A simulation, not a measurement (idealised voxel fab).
Module name: voxel wiring stack (process module)
The figure presents cross-section cut, which has a width of 235 nm and is divided into square cells with an edge length of 5 nm.
Bands, listed from the top down, are how a cross-section gets written in this document; the cross-section itself is a grid of square cells, and a band is one or more rows of them.
Band entry format. Leading values: height of top, height of bottom, nm. Remainder: materials in left-to-right order, each with its width in nm. Special words: "all across" on a single material, which then fills the band edge to edge; "empty", empty space.
Heads up on the height convention: 0 is the point under which the incoming wafer is all one material, and the lowest band has no bottom, it just keeps going down, like "0 and below".
Top row gets the first number, bottom row gets the second, and each row in between changes by the same step: that is how a band width like "30..40" works.
For the purposes of this document, the phrase "no alteration" attached to a step denotes that no cell within the cross-section was modified by that step.
So "Sealed internal voids" is basically the list of trapped voids: any empty space of 8 cells or more that can't reach the top through an opening. They're written width x height at distance, the distance being from the left edge, and it's all nm.
That trailing text on a step's line, after the settings, is the simulator's own remark on the step.
The "overlay nm" setting may appear on a step's line; for a step that uses a mask, it gives how far to the right of its planned position the mask lay, and a negative value indicates the left.
Below is the list of planned process steps:
1,op RECEIVE | material Si
2,op CONFORMAL_DEP | material SiO2 | thk nm 10
3,op CONFORMAL_DEP | material SiN | thk nm 5
4,op DIRECTIONAL_DEP | material lowk | thk nm 25
5,op DIRECTIONAL_DEP | material aC | thk nm 15
6,op PATTERN | tone open | mask id METAL_1 | material resist | width nm 25 | pitch nm 45 | thk nm 30 | overlay nm 0
7,op DIRECTIONAL_ETCH | etch materials aC | depth nm 15
8,op STRIP | etch materials resist
9,op DIRECTIONAL_ETCH | etch materials lowk | depth nm 25
10,op DIRECTIONAL_ETCH | etch materials SiN | depth nm 5
11,op STRIP | etch materials aC
12,op CONFORMAL_DEP | material TiN | thk nm 5
13,op FILL_DEP | material Ru | thk nm 10
14,op CMP | height nm 40
15,op CONFORMAL_DEP | material SiCN | thk nm 5
16,op DIRECTIONAL_DEP | material lowk | thk nm 30
17,op PATTERN | tone open | mask id METAL_2_HOLES | material resist | width nm 15 | pitch nm 90 | thk nm 20 | overlay nm 0
18,op DIRECTIONAL_ETCH | etch materials lowk | depth nm 30
19,op STRIP | etch materials resist
20,op PATTERN | tone open | mask id METAL_2 | material resist | width nm 25 | pitch nm 45 | thk nm 15 | overlay nm 0
21,op DIRECTIONAL_ETCH | etch materials lowk | depth nm 15
22,op DIRECTIONAL_ETCH | etch materials SiCN | depth nm 5
23,op STRIP | etch materials resist
24,op CONFORMAL_DEP | material TiN | thk nm 5
25,op FILL_DEP | material Cu | thk nm 10
26,op CMP | height nm 75
27,op CONFORMAL_DEP | material SiCN | thk nm 5
28,op DIRECTIONAL_DEP | material SiO2 | thk nm 30
29,op MASKED_ETCH | tone open | mask id METAL_3 | width nm 25 | pitch nm 45 | etch materials SiO2 | depth nm 15 | overlay nm 0
30,op PATTERN | tone open | mask id METAL_3_HOLES | material resist | width nm 15 | pitch nm 90 | thk nm 20 | overlay nm 0
31,op DIRECTIONAL_ETCH | etch materials SiO2 | depth nm 15
32,op DIRECTIONAL_ETCH | etch materials SiCN | depth nm 5
33,op STRIP | etch materials resist
34,op CONFORMAL_DEP | material TiN | thk nm 5
35,op FILL_DEP | material Ru | thk nm 5
36,op CMP | height nm 110
37,op CONFORMAL_DEP | material SiN | thk nm 5
The first wafer of two, processed as planned:
So this is the incoming wafer in cross-section - it's already been through step 1:
	0 and below = Si all across
	Sealed internal voids: none
after step 2:
	10 down to 0 = SiO2 all across
	All layers under 0 are left as they were.
after step 3:
	15 down to 10 = SiN all across
	All layers under 10 are left as they were.
after step 4:
	40 down to 15 = lowk all across
	All layers under 15 are left as they were.
after step 5:
	55 down to 40 = aC all across
	All layers under 40 are left as they were.
after step 6:
	85 down to 55 = 60 of resist, then 25 of empty, then 20 of resist, then 25 of empty, then 20 of resist, then 25 of empty, then 60 of resist
	All layers under 55 are left as they were.
after step 7:
	70 down to 55 = 60 of resist, then 25 of empty, then 20 of resist, then 25 of empty, then 20 of resist, then 25 of empty, then 60 of resist
	55 down to 40 = 60 of aC, then 25 of empty, then 20 of aC, then 25 of empty, then 20 of aC, then 25 of empty, then 60 of aC
	All layers under 40 are left as they were.
after step 8:
	55 down to 40 = 60 of aC, then 25 of empty, then 20 of aC, then 25 of empty, then 20 of aC, then 25 of empty, then 60 of aC
	All layers under 40 are left as they were.
after step 9:
	55 down to 40 = 60 of aC, then 25 of empty, then 20 of aC, then 25 of empty, then 20 of aC, then 25 of empty, then 60 of aC
	40 down to 15 = 60 of lowk, then 25 of empty, then 20 of lowk, then 25 of empty, then 20 of lowk, then 25 of empty, then 60 of lowk
	All layers under 15 are left as they were.
after step 10:
	55 down to 40 = 60 of aC, then 25 of empty, then 20 of aC, then 25 of empty, then 20 of aC, then 25 of empty, then 60 of aC
	40 down to 15 = 60 of lowk, then 25 of empty, then 20 of lowk, then 25 of empty, then 20 of lowk, then 25 of empty, then 60 of lowk
	15 down to 10 = 60 of SiN, then 25 of empty, then 20 of SiN, then 25 of empty, then 20 of SiN, then 25 of empty, then 60 of SiN
	All layers under 10 are left as they were.
after step 11:
	40 down to 15 = 60 of lowk, then 25 of empty, then 20 of lowk, then 25 of empty, then 20 of lowk, then 25 of empty, then 60 of lowk
	All layers under 15 are left as they were.
after step 12:
	45 down to 40 = 65 of TiN, then 15 of empty, then 30 of TiN, then 15 of empty, then 30 of TiN, then 15 of empty, then 65 of TiN
	40 down to 15 = 60 of lowk, then 5 of TiN, then 15 of empty, then 5 of TiN, then 20 of lowk, then 5 of TiN, then 15 of empty, then 5 of TiN, then 20 of lowk, then 5 of TiN, then 15 of empty, then 5 of TiN, then 60 of lowk
	15 down to 10 = 60 of SiN, then 25 of TiN, then 20 of SiN, then 25 of TiN, then 20 of SiN, then 25 of TiN, then 60 of SiN
	All layers under 10 are left as they were.
after step 13:
	55 down to 45 = Ru all across
	45 down to 40 = 65 of TiN, then 15 of Ru, then 30 of TiN, then 15 of Ru, then 30 of TiN, then 15 of Ru, then 65 of TiN
	40 down to 15 = 60 of lowk, then 5 of TiN, then 15 of Ru, then 5 of TiN, then 20 of lowk, then 5 of TiN, then 15 of Ru, then 5 of TiN, then 20 of lowk, then 5 of TiN, then 15 of Ru, then 5 of TiN, then 60 of lowk
	All layers under 15 are left as they were.
after step 14:
	40 down to 15 = 60 of lowk, then 5 of TiN, then 15 of Ru, then 5 of TiN, then 20 of lowk, then 5 of TiN, then 15 of Ru, then 5 of TiN, then 20 of lowk, then 5 of TiN, then 15 of Ru, then 5 of TiN, then 60 of lowk
	All layers under 15 are left as they were.
after step 15:
	45 down to 40 = SiCN all across
	All layers under 40 are left as they were.
after step 16:
	75 down to 45 = lowk all across
	All layers under 45 are left as they were.
after step 17:
	95 down to 75 = 60 of resist, then 15 of empty, then 75 of resist, then 15 of empty, then 70 of resist
	All layers under 75 are left as they were.
after step 18:
	95 down to 75 = 60 of resist, then 15 of empty, then 75 of resist, then 15 of empty, then 70 of resist
	75 down to 45 = 60 of lowk, then 15 of empty, then 75 of lowk, then 15 of empty, then 70 of lowk
	All layers under 45 are left as they were.
after step 19:
	75 down to 45 = 60 of lowk, then 15 of empty, then 75 of lowk, then 15 of empty, then 70 of lowk
	All layers under 45 are left as they were.
after step 20:
	90 down to 75 = 60 of resist, then 25 of empty, then 20 of resist, then 25 of empty, then 20 of resist, then 25 of empty, then 60 of resist
	All layers under 75 are left as they were.
after step 21:
	90 down to 75 = 60 of resist, then 25 of empty, then 20 of resist, then 25 of empty, then 20 of resist, then 25 of empty, then 60 of resist
	75 down to 60 = 60 of lowk, then 25 of empty, then 20 of lowk, then 25 of empty, then 20 of lowk, then 25 of empty, then 60 of lowk
	All layers under 60 are left as they were.
after step 22:
	90 down to 75 = 60 of resist, then 25 of empty, then 20 of resist, then 25 of empty, then 20 of resist, then 25 of empty, then 60 of resist
	75 down to 60 = 60 of lowk, then 25 of empty, then 20 of lowk, then 25 of empty, then 20 of lowk, then 25 of empty, then 60 of lowk
	60 down to 45 = 60 of lowk, then 15 of empty, then 75 of lowk, then 15 of empty, then 70 of lowk
	45 down to 40 = 60 of SiCN, then 15 of empty, then 75 of SiCN, then 15 of empty, then 70 of SiCN
	All layers under 40 are left as they were.
after step 23:
	75 down to 60 = 60 of lowk, then 25 of empty, then 20 of lowk, then 25 of empty, then 20 of lowk, then 25 of empty, then 60 of lowk
	All layers under 60 are left as they were.
after step 24:
	80 down to 75 = 65 of TiN, then 15 of empty, then 30 of TiN, then 15 of empty, then 30 of TiN, then 15 of empty, then 65 of TiN
	75 down to 65 = 60 of lowk, then 5 of TiN, then 15 of empty, then 5 of TiN, then 20 of lowk, then 5 of TiN, then 15 of empty, then 5 of TiN, then 20 of lowk, then 5 of TiN, then 15 of empty, then 5 of TiN, then 60 of lowk
	65 down to 60 = 60 of lowk, then 5 of TiN, then 5 of empty, then 15 of TiN, then 20 of lowk, then 25 of TiN, then 20 of lowk, then 5 of TiN, then 5 of empty, then 15 of TiN, then 60 of lowk
	60 down to 45 = 60 of lowk, then 5 of TiN, then 5 of empty, then 5 of TiN, then 75 of lowk, then 5 of TiN, then 5 of empty, then 5 of TiN, then 70 of lowk
	45 down to 40 = 60 of SiCN, then 15 of TiN, then 75 of SiCN, then 15 of TiN, then 70 of SiCN
	All layers under 40 are left as they were.
after step 25:
	90 down to 80 = Cu all across
	80 down to 75 = 65 of TiN, then 15 of Cu, then 30 of TiN, then 15 of Cu, then 30 of TiN, then 15 of Cu, then 65 of TiN
	75 down to 65 = 60 of lowk, then 5 of TiN, then 15 of Cu, then 5 of TiN, then 20 of lowk, then 5 of TiN, then 15 of Cu, then 5 of TiN, then 20 of lowk, then 5 of TiN, then 15 of Cu, then 5 of TiN, then 60 of lowk
	65 down to 60 = 60 of lowk, then 5 of TiN, then 5 of Cu, then 15 of TiN, then 20 of lowk, then 25 of TiN, then 20 of lowk, then 5 of TiN, then 5 of Cu, then 15 of TiN, then 60 of lowk
	60 down to 45 = 60 of lowk, then 5 of TiN, then 5 of Cu, then 5 of TiN, then 75 of lowk, then 5 of TiN, then 5 of Cu, then 5 of TiN, then 70 of lowk
	All layers under 45 are left as they were.
after step 26:
	75 down to 65 = 60 of lowk, then 5 of TiN, then 15 of Cu, then 5 of TiN, then 20 of lowk, then 5 of TiN, then 15 of Cu, then 5 of TiN, then 20 of lowk, then 5 of TiN, then 15 of Cu, then 5 of TiN, then 60 of lowk
	All layers under 65 are left as they were.
after step 27:
	80 down to 75 = SiCN all across
	All layers under 75 are left as they were.
after step 28:
	110 down to 80 = SiO2 all across
	All layers under 80 are left as they were.
after step 29:
	110 down to 95 = 60 of SiO2, then 25 of empty, then 20 of SiO2, then 25 of empty, then 20 of SiO2, then 25 of empty, then 60 of SiO2
	All layers under 95 are left as they were.
after step 30:
	130 down to 110 = 60 of resist, then 15 of empty, then 75 of resist, then 15 of empty, then 70 of resist
	110 down to 95 = 60 of SiO2, then 15 of empty, then 10 of resist, then 20 of SiO2, then 25 of resist, then 20 of SiO2, then 15 of empty, then 10 of resist, then 60 of SiO2
	All layers under 95 are left as they were.
after step 31:
	130 down to 110 = 60 of resist, then 15 of empty, then 75 of resist, then 15 of empty, then 70 of resist
	110 down to 95 = 60 of SiO2, then 15 of empty, then 10 of resist, then 20 of SiO2, then 25 of resist, then 20 of SiO2, then 15 of empty, then 10 of resist, then 60 of SiO2
	95 down to 80 = 60 of SiO2, then 15 of empty, then 75 of SiO2, then 15 of empty, then 70 of SiO2
	All layers under 80 are left as they were.
after step 32:
	130 down to 110 = 60 of resist, then 15 of empty, then 75 of resist, then 15 of empty, then 70 of resist
	110 down to 95 = 60 of SiO2, then 15 of empty, then 10 of resist, then 20 of SiO2, then 25 of resist, then 20 of SiO2, then 15 of empty, then 10 of resist, then 60 of SiO2
	95 down to 80 = 60 of SiO2, then 15 of empty, then 75 of SiO2, then 15 of empty, then 70 of SiO2
	80 down to 75 = 60 of SiCN, then 15 of empty, then 75 of SiCN, then 15 of empty, then 70 of SiCN
	All layers under 75 are left as they were.
after step 33:
	110 down to 95 = 60 of SiO2, then 25 of empty, then 20 of SiO2, then 25 of empty, then 20 of SiO2, then 25 of empty, then 60 of SiO2
	All layers under 95 are left as they were.
after step 34:
	115 down to 110 = 65 of TiN, then 15 of empty, then 30 of TiN, then 15 of empty, then 30 of TiN, then 15 of empty, then 65 of TiN
	110 down to 100 = 60 of SiO2, then 5 of TiN, then 15 of empty, then 5 of TiN, then 20 of SiO2, then 5 of TiN, then 15 of empty, then 5 of TiN, then 20 of SiO2, then 5 of TiN, then 15 of empty, then 5 of TiN, then 60 of SiO2
	100 down to 95 = 60 of SiO2, then 5 of TiN, then 5 of empty, then 15 of TiN, then 20 of SiO2, then 25 of TiN, then 20 of SiO2, then 5 of TiN, then 5 of empty, then 15 of TiN, then 60 of SiO2
	95 down to 80 = 60 of SiO2, then 5 of TiN, then 5 of empty, then 5 of TiN, then 75 of SiO2, then 5 of TiN, then 5 of empty, then 5 of TiN, then 70 of SiO2
	80 down to 75 = 60 of SiCN, then 15 of TiN, then 75 of SiCN, then 15 of TiN, then 70 of SiCN
	All layers under 75 are left as they were.
after step 35:
	120 down to 115 = Ru all across
	115 down to 110 = 65 of TiN, then 15 of Ru, then 30 of TiN, then 15 of Ru, then 30 of TiN, then 15 of Ru, then 65 of TiN
	110 down to 100 = 60 of SiO2, then 5 of TiN, then 15 of Ru, then 5 of TiN, then 20 of SiO2, then 5 of TiN, then 15 of Ru, then 5 of TiN, then 20 of SiO2, then 5 of TiN, then 15 of Ru, then 5 of TiN, then 60 of SiO2
	100 down to 95 = 60 of SiO2, then 5 of TiN, then 5 of Ru, then 15 of TiN, then 20 of SiO2, then 25 of TiN, then 20 of SiO2, then 5 of TiN, then 5 of Ru, then 15 of TiN, then 60 of SiO2
	95 down to 80 = 60 of SiO2, then 5 of TiN, then 5 of Ru, then 5 of TiN, then 75 of SiO2, then 5 of TiN, then 5 of Ru, then 5 of TiN, then 70 of SiO2
	All layers under 80 are left as they were.
after step 36:
	110 down to 100 = 60 of SiO2, then 5 of TiN, then 15 of Ru, then 5 of TiN, then 20 of SiO2, then 5 of TiN, then 15 of Ru, then 5 of TiN, then 20 of SiO2, then 5 of TiN, then 15 of Ru, then 5 of TiN, then 60 of SiO2
	All layers under 100 are left as they were.
after step 37:
	115 down to 110 = SiN all across
	All layers under 110 are left as they were.
second wafer: like start, like plan, one mistake. Through step 20 it matches the first wafer:
Second wafer, cross-section, planned end of step 21:
	90 down to 75 = 60 of resist, then 25 of empty, then 20 of resist, then 25 of empty, then 20 of resist, then 25 of empty, then 60 of resist
	75 down to 45 = 60 of lowk, then 25 of empty, then 20 of lowk, then 25 of empty, then 20 of lowk, then 25 of empty, then 60 of lowk
	All layers under 45 are left as they were.
Second wafer, cross-section, planned end of step 22:
	90 down to 75 = 60 of resist, then 25 of empty, then 20 of resist, then 25 of empty, then 20 of resist, then 25 of empty, then 60 of resist
	75 down to 45 = 60 of lowk, then 25 of empty, then 20 of lowk, then 25 of empty, then 20 of lowk, then 25 of empty, then 60 of lowk
	45 down to 40 = 60 of SiCN, then 25 of empty, then 20 of SiCN, then 25 of empty, then 20 of SiCN, then 25 of empty, then 60 of SiCN
	All layers under 40 are left as they were.
Second wafer, cross-section, planned end of step 23:
	75 down to 45 = 60 of lowk, then 25 of empty, then 20 of lowk, then 25 of empty, then 20 of lowk, then 25 of empty, then 60 of lowk
	All layers under 45 are left as they were.
Second wafer, cross-section, planned end of step 24:
	80 down to 75 = 65 of TiN, then 15 of empty, then 30 of TiN, then 15 of empty, then 30 of TiN, then 15 of empty, then 65 of TiN
	75 down to 45 = 60 of lowk, then 5 of TiN, then 15 of empty, then 5 of TiN, then 20 of lowk, then 5 of TiN, then 15 of empty, then 5 of TiN, then 20 of lowk, then 5 of TiN, then 15 of empty, then 5 of TiN, then 60 of lowk
	45 down to 40 = 60 of SiCN, then 25 of TiN, then 20 of SiCN, then 25 of TiN, then 20 of SiCN, then 25 of TiN, then 60 of SiCN
	All layers under 40 are left as they were.
Second wafer, cross-section, planned end of step 25:
	90 down to 80 = Cu all across
	80 down to 75 = 65 of TiN, then 15 of Cu, then 30 of TiN, then 15 of Cu, then 30 of TiN, then 15 of Cu, then 65 of TiN
	75 down to 45 = 60 of lowk, then 5 of TiN, then 15 of Cu, then 5 of TiN, then 20 of lowk, then 5 of TiN, then 15 of Cu, then 5 of TiN, then 20 of lowk, then 5 of TiN, then 15 of Cu, then 5 of TiN, then 60 of lowk
	All layers under 45 are left as they were.
Second wafer, cross-section, planned end of step 26:
	75 down to 45 = 60 of lowk, then 5 of TiN, then 15 of Cu, then 5 of TiN, then 20 of lowk, then 5 of TiN, then 15 of Cu, then 5 of TiN, then 20 of lowk, then 5 of TiN, then 15 of Cu, then 5 of TiN, then 60 of lowk
	All layers under 45 are left as they were.
Second wafer, cross-section, planned end of step 27:
	80 down to 75 = SiCN all across
	All layers under 75 are left as they were.
Second wafer, cross-section, planned end of step 28:
	110 down to 80 = SiO2 all across
	All layers under 80 are left as they were.
Second wafer, cross-section, planned end of step 29:
	110 down to 95 = 60 of SiO2, then 25 of empty, then 20 of SiO2, then 25 of empty, then 20 of SiO2, then 25 of empty, then 60 of SiO2
	All layers under 95 are left as they were.
Second wafer, cross-section, planned end of step 30:
	130 down to 110 = 60 of resist, then 15 of empty, then 75 of resist, then 15 of empty, then 70 of resist
	110 down to 95 = 60 of SiO2, then 15 of empty, then 10 of resist, then 20 of SiO2, then 25 of resist, then 20 of SiO2, then 15 of empty, then 10 of resist, then 60 of SiO2
	All layers under 95 are left as they were.
Second wafer, cross-section, planned end of step 31:
	130 down to 110 = 60 of resist, then 15 of empty, then 75 of resist, then 15 of empty, then 70 of resist
	110 down to 95 = 60 of SiO2, then 15 of empty, then 10 of resist, then 20 of SiO2, then 25 of resist, then 20 of SiO2, then 15 of empty, then 10 of resist, then 60 of SiO2
	95 down to 80 = 60 of SiO2, then 15 of empty, then 75 of SiO2, then 15 of empty, then 70 of SiO2
	All layers under 80 are left as they were.
Second wafer, cross-section, planned end of step 32:
	130 down to 110 = 60 of resist, then 15 of empty, then 75 of resist, then 15 of empty, then 70 of resist
	110 down to 95 = 60 of SiO2, then 15 of empty, then 10 of resist, then 20 of SiO2, then 25 of resist, then 20 of SiO2, then 15 of empty, then 10 of resist, then 60 of SiO2
	95 down to 80 = 60 of SiO2, then 15 of empty, then 75 of SiO2, then 15 of empty, then 70 of SiO2
	80 down to 75 = 60 of SiCN, then 15 of empty, then 75 of SiCN, then 15 of empty, then 70 of SiCN
	All layers under 75 are left as they were.
Second wafer, cross-section, planned end of step 33:
	110 down to 95 = 60 of SiO2, then 25 of empty, then 20 of SiO2, then 25 of empty, then 20 of SiO2, then 25 of empty, then 60 of SiO2
	All layers under 95 are left as they were.
Second wafer, cross-section, planned end of step 34:
	115 down to 110 = 65 of TiN, then 15 of empty, then 30 of TiN, then 15 of empty, then 30 of TiN, then 15 of empty, then 65 of TiN
	110 down to 100 = 60 of SiO2, then 5 of TiN, then 15 of empty, then 5 of TiN, then 20 of SiO2, then 5 of TiN, then 15 of empty, then 5 of TiN, then 20 of SiO2, then 5 of TiN, then 15 of empty, then 5 of TiN, then 60 of SiO2
	100 down to 95 = 60 of SiO2, then 5 of TiN, then 5 of empty, then 15 of TiN, then 20 of SiO2, then 25 of TiN, then 20 of SiO2, then 5 of TiN, then 5 of empty, then 15 of TiN, then 60 of SiO2
	95 down to 80 = 60 of SiO2, then 5 of TiN, then 5 of empty, then 5 of TiN, then 75 of SiO2, then 5 of TiN, then 5 of empty, then 5 of TiN, then 70 of SiO2
	80 down to 75 = 60 of SiCN, then 15 of TiN, then 75 of SiCN, then 15 of TiN, then 70 of SiCN
	All layers under 75 are left as they were.
Second wafer, cross-section, planned end of step 35:
	120 down to 115 = Ru all across
	115 down to 110 = 65 of TiN, then 15 of Ru, then 30 of TiN, then 15 of Ru, then 30 of TiN, then 15 of Ru, then 65 of TiN
	110 down to 100 = 60 of SiO2, then 5 of TiN, then 15 of Ru, then 5 of TiN, then 20 of SiO2, then 5 of TiN, then 15 of Ru, then 5 of TiN, then 20 of SiO2, then 5 of TiN, then 15 of Ru, then 5 of TiN, then 60 of SiO2
	100 down to 95 = 60 of SiO2, then 5 of TiN, then 5 of Ru, then 15 of TiN, then 20 of SiO2, then 25 of TiN, then 20 of SiO2, then 5 of TiN, then 5 of Ru, then 15 of TiN, then 60 of SiO2
	95 down to 80 = 60 of SiO2, then 5 of TiN, then 5 of Ru, then 5 of TiN, then 75 of SiO2, then 5 of TiN, then 5 of Ru, then 5 of TiN, then 70 of SiO2
	All layers under 80 are left as they were.
Second wafer, cross-section, planned end of step 36:
	110 down to 100 = 60 of SiO2, then 5 of TiN, then 15 of Ru, then 5 of TiN, then 20 of SiO2, then 5 of TiN, then 15 of Ru, then 5 of TiN, then 20 of SiO2, then 5 of TiN, then 15 of Ru, then 5 of TiN, then 60 of SiO2
	All layers under 100 are left as they were.
Second wafer, cross-section, planned end of step 37:
	115 down to 110 = SiN all across
	All layers under 110 are left as they were.
Processing error: step 21, plan: ran twice
End of process, cell counts, second wafer against first, materials with more or fewer: Cu +28; SiCN -9; TiN +8; lowk -27
